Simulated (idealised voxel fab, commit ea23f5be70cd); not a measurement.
process module | voxel transistor to metal
cross-section cut | 275 nm wide | cells 5 nm
A cross-section is a grid of square cells, given in bands from the top down. A band is one or more rows of cells.
Each band's line starts with the height of the band's top and of its bottom, in nm. Then come its materials from left to right, each with its width in nm. One material with "throughout" fills the band from edge to edge. "air" is empty space.
Height 0 is the level under which the wafer as received is all one material. The lowest band goes on downwards, as in "0 down".
A width such as "30 to 40" changes by the same amount from each row of cells to the next, from the band's top row to its bottom row.
"no change" after a step means that no cell of the cross-section changed.
closed voids: empty space of 8 cells or more with no open way to the top, each as width x height at its distance from the left edge, in nm
after a step's settings: what the simulator itself notes on the step
overlay nm, on a step with a mask: how far to the right of its planned place the mask lay; to the left if negative
Each pair below shows a cross-section before one step and the cross-section after it, down to the lowest band that changed. The line under each pair gives the step between them, with its settings. The pairs can come from different runs of this module on the same starting wafer, so a pair continues from the pair above only where its "before" says so.
before
  60 to 35: Ru throughout
  35 to 30: TiN throughout
  30 to 15: SiO2 25 | TiN 5 | Ru 5 | TiN 5 | SiO2 65 | TiN 5 | Ru 5 | TiN 5 | SiO2 30 | TiN 5 | Ru 5 | TiN 5 | SiO2 65 | TiN 5 | Ru 5 | TiN 5 | SiO2 30
  15 to 5: SiO2 25 | TiN 5 | Ru 5 | TiN 5 | SiO2 5 | SiN 10 | SiO2 5 | SiCN 25 | SiO2 5 | SiN 10 | SiO2 5 | TiN 5 | Ru 5 | TiN 5 | SiO2 30 | TiN 5 | Ru 5 | TiN 5 | SiO2 5 | SiN 10 | SiO2 5 | SiCN 25 | SiO2 5 | SiN 10 | SiO2 5 | TiN 5 | Ru 5 | TiN 5 | SiO2 30
  5 to 0: SiO2 25 | TiN 15 | SiO2 5 | SiN 10 | SiO2 5 | SiCN 25 | SiO2 5 | SiN 10 | SiO2 5 | TiN 15 | SiO2 30 | TiN 15 | SiO2 5 | SiN 10 | SiO2 5 | SiCN 25 | SiO2 5 | SiN 10 | SiO2 5 | TiN 15 | SiO2 30
  0 to -5: SiO2 20 | SiGe 25 | SiO2 55 | SiGe 25 | SiO2 20 | SiGe 25 | SiO2 55 | SiGe 25 | SiO2 25
  -5 to -25: SiO2 25 | Si 95 | SiO2 30 | Si 95 | SiO2 30
  -25 down: Si throughout
  closed voids: none
after
  80 to 60: air 25 | resist 15 | air 65 | resist 15 | air 30 | resist 15 | air 65 | resist 15 | air 30
  below 60: unchanged
  closed voids: none
the step between: op PATTERN | tone cover | mask id METAL_1 | material resist | width nm 15 | thk nm 20 | overlay nm 0
before: the cross-section after the pair above
after
  80 to 60: air 25 | resist 15 | air 65 | resist 15 | air 30 | resist 15 | air 65 | resist 15 | air 30
  60 to 35: air 25 | Ru 15 | air 65 | Ru 15 | air 30 | Ru 15 | air 65 | Ru 15 | air 30
  below 35: unchanged
  closed voids: none
the step between: op DIRECTIONAL_ETCH | etch materials Ru | depth nm 25
before: the cross-section after the pair above
after
  80 to 60: air 25 | resist 15 | air 65 | resist 15 | air 30 | resist 15 | air 65 | resist 15 | air 30
  60 to 35: air 25 | Ru 15 | air 65 | Ru 15 | air 30 | Ru 15 | air 65 | Ru 15 | air 30
  35 to 30: air 25 | TiN 15 | air 65 | TiN 15 | air 30 | TiN 15 | air 65 | TiN 15 | air 30
  below 30: unchanged
  closed voids: none
the step between: op DIRECTIONAL_ETCH | etch materials TiN | depth nm 5
before: the cross-section after the pair above
after
  60 to 35: air 25 | Ru 15 | air 65 | Ru 15 | air 30 | Ru 15 | air 65 | Ru 15 | air 30
  below 35: unchanged
  closed voids: none
the step between: op STRIP | etch materials resist
before: the cross-section after the pair above
after
  65 to 60: lowk throughout
  60 to 35: lowk 25 | Ru 15 | lowk 65 | Ru 15 | lowk 30 | Ru 15 | lowk 65 | Ru 15 | lowk 30
  35 to 30: lowk 25 | TiN 15 | lowk 65 | TiN 15 | lowk 30 | TiN 15 | lowk 65 | TiN 15 | lowk 30
  below 30: unchanged
  closed voids: none
the step between: op FILL_DEP | material lowk | thk nm 5
before: the cross-section after the pair above
after
  60 to 35: lowk 25 | Ru 15 | lowk 65 | Ru 15 | lowk 30 | Ru 15 | lowk 65 | Ru 15 | lowk 30
  below 35: unchanged
  closed voids: none
the step between: op CMP | height nm 60
before: the cross-section after the pair above
after
  65 to 60: SiN throughout
  below 60: unchanged
  closed voids: none
the step between: op CONFORMAL_DEP | material SiN | thk nm 5
before
  25 to 15: air 20 | aC 105 | air 20 | aC 105 | air 25
  15 to 5: air 20 | SiN 105 | air 20 | SiN 105 | air 25
  5 to 0: air 20 | SiO2 105 | air 20 | SiO2 105 | air 25
  0 to -20: air 20 | Si 105 | air 20 | Si 105 | air 25
  -20 down: Si throughout
  closed voids: none
after
  25 to 15: air 20 | aC 105 | air 20 | aC 105 | air 25
  15 to 5: air 20 | SiN 105 | air 20 | SiN 105 | air 25
  5 to 0: air 20 | SiO2 105 | air 20 | SiO2 105 | air 25
  0 to -40: air 20 | Si 105 | air 20 | Si 105 | air 25
  below -40: unchanged
  closed voids: none
the step between: op DIRECTIONAL_ETCH | etch materials Si | depth nm 20
before: the cross-section after the pair above
after
  15 to 5: air 20 | SiN 105 | air 20 | SiN 105 | air 25
  below 5: unchanged
  closed voids: none
the step between: op STRIP | etch materials aC
before: the cross-section after the pair above
after
  15 to 5: air 20 | SiN 105 | air 20 | SiN 105 | air 25
  5 to 0: air 20 | SiO2 105 | air 20 | SiO2 105 | air 25
  0 to -40: air 20 | SiO2 5 | Si 95 | SiO2 5 | air 20 | SiO2 5 | Si 95 | SiO2 5 | air 25
  -40 to -45: SiO2 25 | Si 95 | SiO2 30 | Si 95 | SiO2 30
  below -45: unchanged
  closed voids: none
the step between: op OXIDIZE | depth nm 5
before: the cross-section after the pair above
after
  30 to 15: SiO2 throughout
  15 to 5: SiO2 20 | SiN 105 | SiO2 20 | SiN 105 | SiO2 25
  5 to 0: SiO2 throughout
  0 to -45: SiO2 25 | Si 95 | SiO2 30 | Si 95 | SiO2 30
  below -45: unchanged
  closed voids: none
the step between: op FILL_DEP | material SiO2 | thk nm 15
before: the cross-section after the pair above
after
  15 to 5: SiO2 20 | SiN 105 | SiO2 20 | SiN 105 | SiO2 25
  below 5: unchanged
  closed voids: none
the step between: op CMP | height nm 15
before: the cross-section after the pair above
after
  15 to 5: air 20 | SiN 105 | air 20 | SiN 105 | air 25
  below 5: unchanged
  closed voids: none
the step between: op SELECTIVE_ETCH | etch materials SiO2 | depth nm 10
before: the cross-section after the pair above
after
  5 to 0: SiO2 throughout
  below 0: unchanged
  closed voids: none
the step between: op STRIP | etch materials SiN
before: the cross-section after the pair above
after
  0 to -45: SiO2 25 | Si 95 | SiO2 30 | Si 95 | SiO2 30
  below -45: unchanged
  closed voids: none
the step between: op SELECTIVE_ETCH | etch materials SiO2 | depth nm 5
before: the cross-section after the pair above
after
  0 to -5: SiO2 throughout
  below -5: unchanged
  closed voids: none
the step between: op OXIDIZE | depth nm 5
before: the cross-section after the pair above
after
  25 to 0: polySi throughout
  below 0: unchanged
  closed voids: none
the step between: op DIRECTIONAL_DEP | material polySi | thk nm 25
before: the cross-section after the pair above
after
  40 to 25: SiCN throughout
  below 25: unchanged
  closed voids: none
the step between: op DIRECTIONAL_DEP | material SiCN | thk nm 15
before: the cross-section after the pair above
after
  55 to 40: air 60 | resist 25 | air 100 | resist 25 | air 65
  below 40: unchanged
  closed voids: none
the step between: op PATTERN | tone cover | mask id GATE | material resist | width nm 25 | pitch nm 125 | thk nm 15 | overlay nm 0
before: the cross-section after the pair above
after
  55 to 40: air 60 | resist 25 | air 100 | resist 25 | air 65
  40 to 25: air 60 | SiCN 25 | air 100 | SiCN 25 | air 65
  below 25: unchanged
  closed voids: none
the step between: op DIRECTIONAL_ETCH | etch materials SiCN | depth nm 25
before: the cross-section after the pair above
after
  55 to 40: air 60 | resist 25 | air 100 | resist 25 | air 65
  40 to 25: air 60 | SiCN 25 | air 100 | SiCN 25 | air 65
  25 to 0: air 60 | polySi 25 | air 100 | polySi 25 | air 65
  below 0: unchanged
  closed voids: none
the step between: op DIRECTIONAL_ETCH | etch materials polySi | depth nm 35
before: the cross-section after the pair above
after
  40 to 25: air 60 | SiCN 25 | air 100 | SiCN 25 | air 65
  below 25: unchanged
  closed voids: none
the step between: op STRIP | etch materials resist
before: the cross-section after the pair above
after
  45 to 40: air 55 | SiO2 35 | air 90 | SiO2 35 | air 60
  40 to 25: air 55 | SiO2 5 | SiCN 25 | SiO2 5 | air 90 | SiO2 5 | SiCN 25 | SiO2 5 | air 60
  25 to 5: air 55 | SiO2 5 | polySi 25 | SiO2 5 | air 90 | SiO2 5 | polySi 25 | SiO2 5 | air 60
  5 to 0: SiO2 60 | polySi 25 | SiO2 100 | polySi 25 | SiO2 65
  below 0: unchanged
  closed voids: none
the step between: op CONFORMAL_DEP | material SiO2 | thk nm 5
before: the cross-section after the pair above
after
  40 to 25: air 55 | SiO2 5 | SiCN 25 | SiO2 5 | air 90 | SiO2 5 | SiCN 25 | SiO2 5 | air 60
  25 to 0: air 55 | SiO2 5 | polySi 25 | SiO2 5 | air 90 | SiO2 5 | polySi 25 | SiO2 5 | air 60
  below 0: unchanged
  closed voids: none
the step between: op DIRECTIONAL_ETCH | etch materials SiO2 | depth nm 5
before: the cross-section after the pair above
after
  50 to 40: air 45 | SiN 55 | air 70 | SiN 55 | air 50
  40 to 25: air 45 | SiN 10 | SiO2 5 | SiCN 25 | SiO2 5 | SiN 10 | air 70 | SiN 10 | SiO2 5 | SiCN 25 | SiO2 5 | SiN 10 | air 50
  25 to 10: air 45 | SiN 10 | SiO2 5 | polySi 25 | SiO2 5 | SiN 10 | air 70 | SiN 10 | SiO2 5 | polySi 25 | SiO2 5 | SiN 10 | air 50
  10 to 0: SiN 55 | SiO2 5 | polySi 25 | SiO2 5 | SiN 90 | SiO2 5 | polySi 25 | SiO2 5 | SiN 60
  below 0: unchanged
  closed voids: none
the step between: op CONFORMAL_DEP | material SiN | thk nm 10
before: the cross-section after the pair above
after
  40 to 25: air 45 | SiN 10 | SiO2 5 | SiCN 25 | SiO2 5 | SiN 10 | air 70 | SiN 10 | SiO2 5 | SiCN 25 | SiO2 5 | SiN 10 | air 50
  25 to 0: air 45 | SiN 10 | SiO2 5 | polySi 25 | SiO2 5 | SiN 10 | air 70 | SiN 10 | SiO2 5 | polySi 25 | SiO2 5 | SiN 10 | air 50
  below 0: unchanged
  closed voids: none
the step between: op DIRECTIONAL_ETCH | etch materials SiN | depth nm 10
before: the cross-section after the pair above
after
  40 to 35: air 45 | SiN 10 | air 5 | SiCN 25 | air 5 | SiN 10 | air 70 | SiN 10 | air 5 | SiCN 25 | air 5 | SiN 10 | air 50
  35 to 25: air 45 | SiN 10 | SiO2 5 | SiCN 25 | SiO2 5 | SiN 10 | air 70 | SiN 10 | SiO2 5 | SiCN 25 | SiO2 5 | SiN 10 | air 50
  25 to 0: air 45 | SiN 10 | SiO2 5 | polySi 25 | SiO2 5 | SiN 10 | air 70 | SiN 10 | SiO2 5 | polySi 25 | SiO2 5 | SiN 10 | air 50
  0 to -5: air 45 | SiO2 55 | air 70 | SiO2 55 | air 50
  below -5: unchanged
  closed voids: none
the step between: op DIRECTIONAL_ETCH | etch materials SiO2 | depth nm 5
before: the cross-section after the pair above
after
  40 to 35: air 45 | SiN 10 | air 5 | SiCN 25 | air 5 | SiN 10 | air 70 | SiN 10 | air 5 | SiCN 25 | air 5 | SiN 10 | air 50
  35 to 25: air 45 | SiN 10 | SiO2 5 | SiCN 25 | SiO2 5 | SiN 10 | air 70 | SiN 10 | SiO2 5 | SiCN 25 | SiO2 5 | SiN 10 | air 50
  25 to 0: air 45 | SiN 10 | SiO2 5 | polySi 25 | SiO2 5 | SiN 10 | air 70 | SiN 10 | SiO2 5 | polySi 25 | SiO2 5 | SiN 10 | air 50
  0 to -5: air 20 | SiGe 25 | SiO2 55 | SiGe 25 | air 20 | SiGe 25 | SiO2 55 | SiGe 25 | air 25
  below -5: unchanged
  closed voids: none
the step between: op EPI | material SiGe | thk nm 5
before: the cross-section after the pair above
after
  50 to 40: SiO2 throughout
  40 to 25: SiO2 45 | SiN 10 | SiO2 5 | SiCN 25 | SiO2 5 | SiN 10 | SiO2 70 | SiN 10 | SiO2 5 | SiCN 25 | SiO2 5 | SiN 10 | SiO2 50
  25 to 0: SiO2 45 | SiN 10 | SiO2 5 | polySi 25 | SiO2 5 | SiN 10 | SiO2 70 | SiN 10 | SiO2 5 | polySi 25 | SiO2 5 | SiN 10 | SiO2 50
  0 to -5: SiO2 20 | SiGe 25 | SiO2 55 | SiGe 25 | SiO2 20 | SiGe 25 | SiO2 55 | SiGe 25 | SiO2 25
  below -5: unchanged
  closed voids: none
the step between: op FILL_DEP | material SiO2 | thk nm 10
before: the cross-section after the pair above
after
  25 to 0: SiO2 45 | SiN 10 | SiO2 5 | polySi 25 | SiO2 5 | SiN 10 | SiO2 70 | SiN 10 | SiO2 5 | polySi 25 | SiO2 5 | SiN 10 | SiO2 50
  below 0: unchanged
  closed voids: none
the step between: op CMP | height nm 25
before: the cross-section after the pair above
after
  25 to 0: SiO2 45 | SiN 10 | SiO2 5 | air 25 | SiO2 5 | SiN 10 | SiO2 70 | SiN 10 | SiO2 5 | air 25 | SiO2 5 | SiN 10 | SiO2 50
  below 0: unchanged
  closed voids: none
the step between: op STRIP | etch materials polySi
before: the cross-section after the pair above
after
  25 to 20: air 45 | SiN 10 | air 35 | SiN 10 | air 70 | SiN 10 | air 35 | SiN 10 | air 50
  20 to 0: SiO2 45 | SiN 10 | air 35 | SiN 10 | SiO2 70 | SiN 10 | air 35 | SiN 10 | SiO2 50
  0 to -5: SiO2 20 | SiGe 25 | SiO2 10 | air 35 | SiO2 10 | SiGe 25 | SiO2 20 | SiGe 25 | SiO2 10 | air 35 | SiO2 10 | SiGe 25 | SiO2 25
  below -5: unchanged
  closed voids: none
the step between: op SELECTIVE_ETCH | etch materials SiO2 | depth nm 5
before: the cross-section after the pair above
after
  30 to 25: air 40 | HfO2 20 | air 25 | HfO2 20 | air 60 | HfO2 20 | air 25 | HfO2 20 | air 45
  25 to 20: HfO2 45 | SiN 10 | HfO2 5 | air 25 | HfO2 5 | SiN 10 | HfO2 70 | SiN 10 | HfO2 5 | air 25 | HfO2 5 | SiN 10 | HfO2 50
  20 to 0: SiO2 45 | SiN 10 | HfO2 5 | air 25 | HfO2 5 | SiN 10 | SiO2 70 | SiN 10 | HfO2 5 | air 25 | HfO2 5 | SiN 10 | SiO2 50
  0 to -5: SiO2 20 | SiGe 25 | SiO2 10 | HfO2 35 | SiO2 10 | SiGe 25 | SiO2 20 | SiGe 25 | SiO2 10 | HfO2 35 | SiO2 10 | SiGe 25 | SiO2 25
  below -5: unchanged
  closed voids: none
the step between: op CONFORMAL_DEP | material HfO2 | thk nm 5
before: the cross-section after the pair above
after
  35 to 30: air 35 | TiN 30 | air 15 | TiN 30 | air 50 | TiN 30 | air 15 | TiN 30 | air 40
  30 to 25: TiN 40 | HfO2 20 | TiN 5 | air 15 | TiN 5 | HfO2 20 | TiN 60 | HfO2 20 | TiN 5 | air 15 | TiN 5 | HfO2 20 | TiN 45
  25 to 20: HfO2 45 | SiN 10 | HfO2 5 | TiN 5 | air 15 | TiN 5 | HfO2 5 | SiN 10 | HfO2 70 | SiN 10 | HfO2 5 | TiN 5 | air 15 | TiN 5 | HfO2 5 | SiN 10 | HfO2 50
  20 to 5: SiO2 45 | SiN 10 | HfO2 5 | TiN 5 | air 15 | TiN 5 | HfO2 5 | SiN 10 | SiO2 70 | SiN 10 | HfO2 5 | TiN 5 | air 15 | TiN 5 | HfO2 5 | SiN 10 | SiO2 50
  5 to 0: SiO2 45 | SiN 10 | HfO2 5 | TiN 25 | HfO2 5 | SiN 10 | SiO2 70 | SiN 10 | HfO2 5 | TiN 25 | HfO2 5 | SiN 10 | SiO2 50
  below 0: unchanged
  closed voids: none
the step between: op CONFORMAL_DEP | material TiN | thk nm 5
before: the cross-section after the pair above
after
  40 to 35: W throughout
  35 to 30: W 35 | TiN 30 | W 15 | TiN 30 | W 50 | TiN 30 | W 15 | TiN 30 | W 40
  30 to 25: TiN 40 | HfO2 20 | TiN 5 | W 15 | TiN 5 | HfO2 20 | TiN 60 | HfO2 20 | TiN 5 | W 15 | TiN 5 | HfO2 20 | TiN 45
  25 to 20: HfO2 45 | SiN 10 | HfO2 5 | TiN 5 | W 15 | TiN 5 | HfO2 5 | SiN 10 | HfO2 70 | SiN 10 | HfO2 5 | TiN 5 | W 15 | TiN 5 | HfO2 5 | SiN 10 | HfO2 50
  20 to 5: SiO2 45 | SiN 10 | HfO2 5 | TiN 5 | W 15 | TiN 5 | HfO2 5 | SiN 10 | SiO2 70 | SiN 10 | HfO2 5 | TiN 5 | W 15 | TiN 5 | HfO2 5 | SiN 10 | SiO2 50
  below 5: unchanged
  closed voids: none
the step between: op FILL_DEP | material W | thk nm 5
before: the cross-section after the pair above
after
  20 to 5: SiO2 45 | SiN 10 | HfO2 5 | TiN 5 | W 15 | TiN 5 | HfO2 5 | SiN 10 | SiO2 70 | SiN 10 | HfO2 5 | TiN 5 | W 15 | TiN 5 | HfO2 5 | SiN 10 | SiO2 50
  below 5: unchanged
  closed voids: none
the step between: op CMP | height nm 20
before: the cross-section after the pair above
after
  30 to 20: SiO2 throughout
  below 20: unchanged
  closed voids: none
the step between: op DIRECTIONAL_DEP | material SiO2 | thk nm 10
before: the cross-section after the pair above
after
  30 to 20: SiO2 25 | air 15 | SiO2 65 | air 15 | SiO2 30 | air 15 | SiO2 65 | air 15 | SiO2 30
  20 to 5: SiO2 25 | air 15 | SiO2 5 | SiN 10 | HfO2 5 | TiN 5 | W 15 | TiN 5 | HfO2 5 | SiN 10 | SiO2 5 | air 15 | SiO2 30 | air 15 | SiO2 5 | SiN 10 | HfO2 5 | TiN 5 | W 15 | TiN 5 | HfO2 5 | SiN 10 | SiO2 5 | air 15 | SiO2 30
  5 to 0: SiO2 25 | air 15 | SiO2 5 | SiN 10 | HfO2 5 | TiN 25 | HfO2 5 | SiN 10 | SiO2 5 | air 15 | SiO2 30 | air 15 | SiO2 5 | SiN 10 | HfO2 5 | TiN 25 | HfO2 5 | SiN 10 | SiO2 5 | air 15 | SiO2 30
  below 0: unchanged
  closed voids: none
the step between: op MASKED_ETCH | tone open | mask id CONTACT | width nm 15 | etch materials SiO2 | depth nm 30 | overlay nm 0
before: the cross-section after the pair above
after
  35 to 30: TiN 30 | air 5 | TiN 75 | air 5 | TiN 40 | air 5 | TiN 75 | air 5 | TiN 35
  30 to 20: SiO2 25 | TiN 5 | air 5 | TiN 5 | SiO2 65 | TiN 5 | air 5 | TiN 5 | SiO2 30 | TiN 5 | air 5 | TiN 5 | SiO2 65 | TiN 5 | air 5 | TiN 5 | SiO2 30
  20 to 5: SiO2 25 | TiN 5 | air 5 | TiN 5 | SiO2 5 | SiN 10 | HfO2 5 | TiN 5 | W 15 | TiN 5 | HfO2 5 | SiN 10 | SiO2 5 | TiN 5 | air 5 | TiN 5 | SiO2 30 | TiN 5 | air 5 | TiN 5 | SiO2 5 | SiN 10 | HfO2 5 | TiN 5 | W 15 | TiN 5 | HfO2 5 | SiN 10 | SiO2 5 | TiN 5 | air 5 | TiN 5 | SiO2 30
  5 to 0: SiO2 25 | TiN 15 | SiO2 5 | SiN 10 | HfO2 5 | TiN 25 | HfO2 5 | SiN 10 | SiO2 5 | TiN 15 | SiO2 30 | TiN 15 | SiO2 5 | SiN 10 | HfO2 5 | TiN 25 | HfO2 5 | SiN 10 | SiO2 5 | TiN 15 | SiO2 30
  below 0: unchanged
  closed voids: none
the step between: op CONFORMAL_DEP | material TiN | thk nm 5
before: the cross-section after the pair above
after
  40 to 35: Ru throughout
  35 to 30: TiN 30 | Ru 5 | TiN 75 | Ru 5 | TiN 40 | Ru 5 | TiN 75 | Ru 5 | TiN 35
  30 to 20: SiO2 25 | TiN 5 | Ru 5 | TiN 5 | SiO2 65 | TiN 5 | Ru 5 | TiN 5 | SiO2 30 | TiN 5 | Ru 5 | TiN 5 | SiO2 65 | TiN 5 | Ru 5 | TiN 5 | SiO2 30
  20 to 5: SiO2 25 | TiN 5 | Ru 5 | TiN 5 | SiO2 5 | SiN 10 | HfO2 5 | TiN 5 | W 15 | TiN 5 | HfO2 5 | SiN 10 | SiO2 5 | TiN 5 | Ru 5 | TiN 5 | SiO2 30 | TiN 5 | Ru 5 | TiN 5 | SiO2 5 | SiN 10 | HfO2 5 | TiN 5 | W 15 | TiN 5 | HfO2 5 | SiN 10 | SiO2 5 | TiN 5 | Ru 5 | TiN 5 | SiO2 30
  below 5: unchanged
  closed voids: none
the step between: op FILL_DEP | material Ru | thk nm 5
before: the cross-section after the pair above
after
  30 to 20: SiO2 25 | TiN 5 | Ru 5 | TiN 5 | SiO2 65 | TiN 5 | Ru 5 | TiN 5 | SiO2 30 | TiN 5 | Ru 5 | TiN 5 | SiO2 65 | TiN 5 | Ru 5 | TiN 5 | SiO2 30
  below 20: unchanged
  closed voids: none
the step between: op CMP | height nm 30
before: the cross-section after the pair above
after
  35 to 30: TiN throughout
  below 30: unchanged
  closed voids: none
the step between: op DIRECTIONAL_DEP | material TiN | thk nm 5
before: the cross-section after the pair above
after
  60 to 35: Ru throughout
  below 35: unchanged
  closed voids: none
the step between: op DIRECTIONAL_DEP | material Ru | thk nm 25
before: the cross-section after the pair above
after
  80 to 60: air 25 | resist 15 | air 65 | resist 15 | air 30 | resist 15 | air 65 | resist 15 | air 30
  below 60: unchanged
  closed voids: none
the step between: op PATTERN | tone cover | mask id METAL_1 | material resist | width nm 15 | thk nm 20 | overlay nm 0
before: the cross-section after the pair above
after
  80 to 60: air 25 | resist 15 | air 65 | resist 15 | air 30 | resist 15 | air 65 | resist 15 | air 30
  60 to 35: air 25 | Ru 15 | air 65 | Ru 15 | air 30 | Ru 15 | air 65 | Ru 15 | air 30
  below 35: unchanged
  closed voids: none
the step between: op DIRECTIONAL_ETCH | etch materials Ru | depth nm 25
before: the cross-section after the pair above
after
  80 to 60: air 25 | resist 15 | air 65 | resist 15 | air 30 | resist 15 | air 65 | resist 15 | air 30
  60 to 35: air 25 | Ru 15 | air 65 | Ru 15 | air 30 | Ru 15 | air 65 | Ru 15 | air 30
  35 to 30: air 25 | TiN 15 | air 65 | TiN 15 | air 30 | TiN 15 | air 65 | TiN 15 | air 30
  below 30: unchanged
  closed voids: none
the step between: op DIRECTIONAL_ETCH | etch materials TiN | depth nm 5
before: the cross-section after the pair above
after
  60 to 35: air 25 | Ru 15 | air 65 | Ru 15 | air 30 | Ru 15 | air 65 | Ru 15 | air 30
  below 35: unchanged
  closed voids: none
the step between: op STRIP | etch materials resist
before: the cross-section after the pair above
after
  65 to 60: lowk throughout
  60 to 35: lowk 25 | Ru 15 | lowk 65 | Ru 15 | lowk 30 | Ru 15 | lowk 65 | Ru 15 | lowk 30
  35 to 30: lowk 25 | TiN 15 | lowk 65 | TiN 15 | lowk 30 | TiN 15 | lowk 65 | TiN 15 | lowk 30
  below 30: unchanged
  closed voids: none
the step between: op FILL_DEP | material lowk | thk nm 5
before: the cross-section after the pair above
after
  60 to 35: lowk 25 | Ru 15 | lowk 65 | Ru 15 | lowk 30 | Ru 15 | lowk 65 | Ru 15 | lowk 30
  below 35: unchanged
  closed voids: none
the step between: op CMP | height nm 60
before: the cross-section after the pair above
after
  65 to 60: SiN throughout
  below 60: unchanged
  closed voids: none
the step between: op CONFORMAL_DEP | material SiN | thk nm 5
before
  30 to 20: SiO2 25 | TiN 5 | Ru 5 | TiN 5 | SiO2 65 | TiN 5 | Ru 5 | TiN 5 | SiO2 30 | TiN 5 | Ru 5 | TiN 5 | SiO2 65 | TiN 5 | Ru 5 | TiN 5 | SiO2 30
  20 to 5: SiO2 25 | TiN 5 | Ru 5 | TiN 5 | SiO2 5 | SiN 10 | HfO2 5 | TiN 5 | W 15 | TiN 5 | HfO2 5 | SiN 10 | SiO2 5 | TiN 5 | Ru 5 | TiN 5 | SiO2 30 | TiN 5 | Ru 5 | TiN 5 | SiO2 5 | SiN 10 | HfO2 5 | TiN 5 | W 15 | TiN 5 | HfO2 5 | SiN 10 | SiO2 5 | TiN 5 | Ru 5 | TiN 5 | SiO2 30
  5 to 0: SiO2 25 | TiN 15 | SiO2 5 | SiN 10 | HfO2 5 | TiN 25 | HfO2 5 | SiN 10 | SiO2 5 | TiN 15 | SiO2 30 | TiN 15 | SiO2 5 | SiN 10 | HfO2 5 | TiN 25 | HfO2 5 | SiN 10 | SiO2 5 | TiN 15 | SiO2 30
  0 to -5: SiO2 20 | SiGe 25 | SiO2 10 | HfO2 35 | SiO2 10 | SiGe 25 | SiO2 20 | SiGe 25 | SiO2 10 | HfO2 35 | SiO2 10 | SiGe 25 | SiO2 25
  -5 to -25: SiO2 25 | Si 95 | SiO2 30 | Si 95 | SiO2 30
  -25 down: Si throughout
  closed voids: none
after
  55 to 30: Ru throughout
  below 30: unchanged
  closed voids: none
the step between: op DIRECTIONAL_DEP | material Ru | thk nm 25
before: the cross-section after the pair above
after
  60 to 55: TiN throughout
  below 55: unchanged
  closed voids: none
the step between: op DIRECTIONAL_DEP | material TiN | thk nm 5
before: the cross-section after the pair above
after
  80 to 60: air 25 | resist 15 | air 65 | resist 15 | air 30 | resist 15 | air 65 | resist 15 | air 30
  below 60: unchanged
  closed voids: none
the step between: op PATTERN | tone cover | mask id METAL_1 | material resist | width nm 15 | thk nm 20 | overlay nm 0
before: the cross-section after the pair above
after
  80 to 60: air 25 | resist 15 | air 65 | resist 15 | air 30 | resist 15 | air 65 | resist 15 | air 30
  60 to 55: air 25 | TiN 15 | air 65 | TiN 15 | air 30 | TiN 15 | air 65 | TiN 15 | air 30
  below 55: unchanged
  closed voids: none
the step between: op DIRECTIONAL_ETCH | etch materials TiN | depth nm 5
before: the cross-section after the pair above
after
  60 to 55: air 25 | TiN 15 | air 65 | TiN 15 | air 30 | TiN 15 | air 65 | TiN 15 | air 30
  below 55: unchanged
  closed voids: none
the step between: op STRIP | etch materials resist
before: the cross-section after the pair above
after
  65 to 60: lowk throughout
  60 to 55: lowk 25 | TiN 15 | lowk 65 | TiN 15 | lowk 30 | TiN 15 | lowk 65 | TiN 15 | lowk 30
  below 55: unchanged
  closed voids: none
the step between: op FILL_DEP | material lowk | thk nm 5
before: the cross-section after the pair above
after
  60 to 55: lowk 25 | TiN 15 | lowk 65 | TiN 15 | lowk 30 | TiN 15 | lowk 65 | TiN 15 | lowk 30
  below 55: unchanged
  closed voids: none
the step between: op CMP | height nm 60
before: the cross-section after the pair above
after
  65 to 60: SiN throughout
  below 60: unchanged
  closed voids: none
the step between: op CONFORMAL_DEP | material SiN | thk nm 5
before
  40 to 25: air 55 | SiO2 5 | SiCN 25 | SiO2 5 | air 90 | SiO2 5 | SiCN 25 | SiO2 5 | air 60
  25 to 0: air 55 | SiO2 5 | polySi 25 | SiO2 5 | air 90 | SiO2 5 | polySi 25 | SiO2 5 | air 60
  0 to -5: SiO2 throughout
  -5 to -25: SiO2 25 | Si 95 | SiO2 30 | Si 95 | SiO2 30
  -25 down: Si throughout
  closed voids: none
after
  45 to 40: air 50 | SiN 45 | air 80 | SiN 45 | air 55
  40 to 25: air 50 | SiN 5 | SiO2 5 | SiCN 25 | SiO2 5 | SiN 5 | air 80 | SiN 5 | SiO2 5 | SiCN 25 | SiO2 5 | SiN 5 | air 55
  25 to 5: air 50 | SiN 5 | SiO2 5 | polySi 25 | SiO2 5 | SiN 5 | air 80 | SiN 5 | SiO2 5 | polySi 25 | SiO2 5 | SiN 5 | air 55
  5 to 0: SiN 55 | SiO2 5 | polySi 25 | SiO2 5 | SiN 90 | SiO2 5 | polySi 25 | SiO2 5 | SiN 60
  below 0: unchanged
  closed voids: none
the step between: op CONFORMAL_DEP | material SiN | thk nm 5
before: the cross-section after the pair above
after
  40 to 35: air 55 | SiO2 5 | SiCN 25 | SiO2 5 | air 90 | SiO2 5 | SiCN 25 | SiO2 5 | air 60
  35 to 25: air 50 | SiN 5 | SiO2 5 | SiCN 25 | SiO2 5 | SiN 5 | air 80 | SiN 5 | SiO2 5 | SiCN 25 | SiO2 5 | SiN 5 | air 55
  25 to 0: air 50 | SiN 5 | SiO2 5 | polySi 25 | SiO2 5 | SiN 5 | air 80 | SiN 5 | SiO2 5 | polySi 25 | SiO2 5 | SiN 5 | air 55
  below 0: unchanged
  closed voids: none
the step between: op DIRECTIONAL_ETCH | etch materials SiN | depth nm 10
before: the cross-section after the pair above
after
  40 to 35: air 60 | SiCN 25 | air 100 | SiCN 25 | air 65
  35 to 25: air 50 | SiN 5 | SiO2 5 | SiCN 25 | SiO2 5 | SiN 5 | air 80 | SiN 5 | SiO2 5 | SiCN 25 | SiO2 5 | SiN 5 | air 55
  25 to 0: air 50 | SiN 5 | SiO2 5 | polySi 25 | SiO2 5 | SiN 5 | air 80 | SiN 5 | SiO2 5 | polySi 25 | SiO2 5 | SiN 5 | air 55
  0 to -5: air 50 | SiO2 45 | air 80 | SiO2 45 | air 55
  below -5: unchanged
  closed voids: none
the step between: op DIRECTIONAL_ETCH | etch materials SiO2 | depth nm 5
before: the cross-section after the pair above
after
  40 to 35: air 60 | SiCN 25 | air 100 | SiCN 25 | air 65
  35 to 25: air 50 | SiN 5 | SiO2 5 | SiCN 25 | SiO2 5 | SiN 5 | air 80 | SiN 5 | SiO2 5 | SiCN 25 | SiO2 5 | SiN 5 | air 55
  25 to 0: air 50 | SiN 5 | SiO2 5 | polySi 25 | SiO2 5 | SiN 5 | air 80 | SiN 5 | SiO2 5 | polySi 25 | SiO2 5 | SiN 5 | air 55
  0 to -5: air 20 | SiGe 30 | SiO2 45 | SiGe 30 | air 20 | SiGe 30 | SiO2 45 | SiGe 30 | air 25
  below -5: unchanged
  closed voids: none
the step between: op EPI | material SiGe | thk nm 5
